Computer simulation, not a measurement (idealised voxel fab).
Documented hereafter: the process module known as voxel self aligned contacts.
Pictured: cross-section cut, 185 nm wide, on a grid of 5 nm square cells.
Think of the cross-section as a grid of square cells. We describe it in bands, top to bottom, and each band covers one or more rows of those cells.
Top, bottom (nm), then materials left to right with widths (nm); lone material tagged "edge to edge" fills the whole band edge to edge; "blank" = empty space.
All heights in this document are referenced to 0, defined as the level beneath which the wafer, as received, consists entirely of one material. The lowest band is not bounded below; it extends indefinitely downward and is written in the form "0..down".
Think of "30..40" as a width that walks from the first number to the second as you go down the band, top row to bottom row, taking equal-sized steps from row to row.
Key: "no change" - step with no changed cell in the cross-section.
What "Trapped voids" gives you is every empty space of 8 cells or more that is cut off from the top. Each appears as width x height at distance, with the distance taken from the left edge and width, height and distance all in nm.
Heads up: the bit after the settings on a step's line is the simulator's remark on that step.
overlay nm: right-of-plan distance of the mask on a masked step; negative values mean left-of-plan.

Below is the list of planned process steps:
- 1: RECEIVE, material Si
- 2: CONFORMAL_DEP, material SiO2, thk nm 5
- 3: DIRECTIONAL_DEP, material polySi, thk nm 25
- 4: DIRECTIONAL_DEP, material SiN, thk nm 25
- 5: DIRECTIONAL_DEP, material aC, thk nm 15
- 6: PATTERN, tone cover, mask id GATE, material resist, width nm 35, pitch nm 70, thk nm 30, overlay nm 0
- 7: DIRECTIONAL_ETCH, etch materials aC, depth nm 15
- 8: STRIP, etch materials resist
- 9: DIRECTIONAL_ETCH, etch materials SiN, depth nm 25
- 10: DIRECTIONAL_ETCH, etch materials polySi, depth nm 25
- 11: STRIP, etch materials aC
- 12: CONFORMAL_DEP, material SiN, thk nm 10
- 13: DIRECTIONAL_ETCH, etch materials SiN, depth nm 10
- 14: FILL_DEP, material SiO2, thk nm 10
- 15: CMP, height nm 60
- 16: PATTERN, tone open, mask id CONTACT, material resist, width nm 55, thk nm 20, overlay nm 0
- 17: DIRECTIONAL_ETCH, etch materials SiO2, depth nm 60
- 18: STRIP, etch materials resist
- 19: CONFORMAL_DEP, material TiN, thk nm 5
- 20: FILL_DEP, material W, thk nm 5
- 21: CMP, height nm 60
- 22: CONFORMAL_DEP, material SiCN, thk nm 5

As-received state of the wafer in cross-section, equivalent to post-step 1:
0..down = Si edge to edge
Trapped voids: none

Looking at the first of two wafers in cross-section at end of module - ran to plan:
65..60 = SiCN edge to edge
60..55 = SiO2 65 nm; TiN 25 nm; W 5 nm; TiN 25 nm; SiO2 65 nm
55..30 = SiO2 30 nm; SiN 55 nm; TiN 5 nm; W 5 nm; TiN 5 nm; SiN 55 nm; SiO2 30 nm
30..5 = SiO2 30 nm; SiN 10 nm; polySi 35 nm; SiN 10 nm; TiN 5 nm; W 5 nm; TiN 5 nm; SiN 10 nm; polySi 35 nm; SiN 10 nm; SiO2 30 nm
5..0 = SiO2 85 nm; TiN 15 nm; SiO2 85 nm
0..down = Si edge to edge
Trapped voids: none

Cross-sectional view of the second of two wafers upon completion of the module. This wafer shared its starting condition and process plan with the first; one error was made during its execution:
65..60 = SiCN edge to edge
60..55 = SiO2 65 nm; TiN 25 nm; W 5 nm; TiN 25 nm; SiO2 65 nm
55..30 = SiO2 30 nm; SiN 55 nm; TiN 5 nm; W 5 nm; TiN 5 nm; SiN 55 nm; SiO2 30 nm
30..20 = SiO2 30 nm; SiN 10 nm; polySi 35 nm; SiN 10 nm; TiN 5 nm; W 5 nm; TiN 5 nm; SiN 10 nm; polySi 35 nm; SiN 10 nm; SiO2 30 nm
20..15 = SiO2 30 nm; SiN 10 nm; polySi 35 nm; SiN 10 nm; TiN 15 nm; SiN 10 nm; polySi 35 nm; SiN 10 nm; SiO2 30 nm
15..5 = SiN 40 nm; polySi 35 nm; SiN 35 nm; polySi 35 nm; SiN 40 nm
5..0 = SiO2 edge to edge
0..down = Si edge to edge
Trapped voids: none
What was done differently from what was planned? deviation from plan: step 13 and step 12 executed in one another's positions
Final difference in cells, second wafer against first, listed per material as more or fewer: +30 SiN | -21 SiO2 | -6 TiN | -3 W
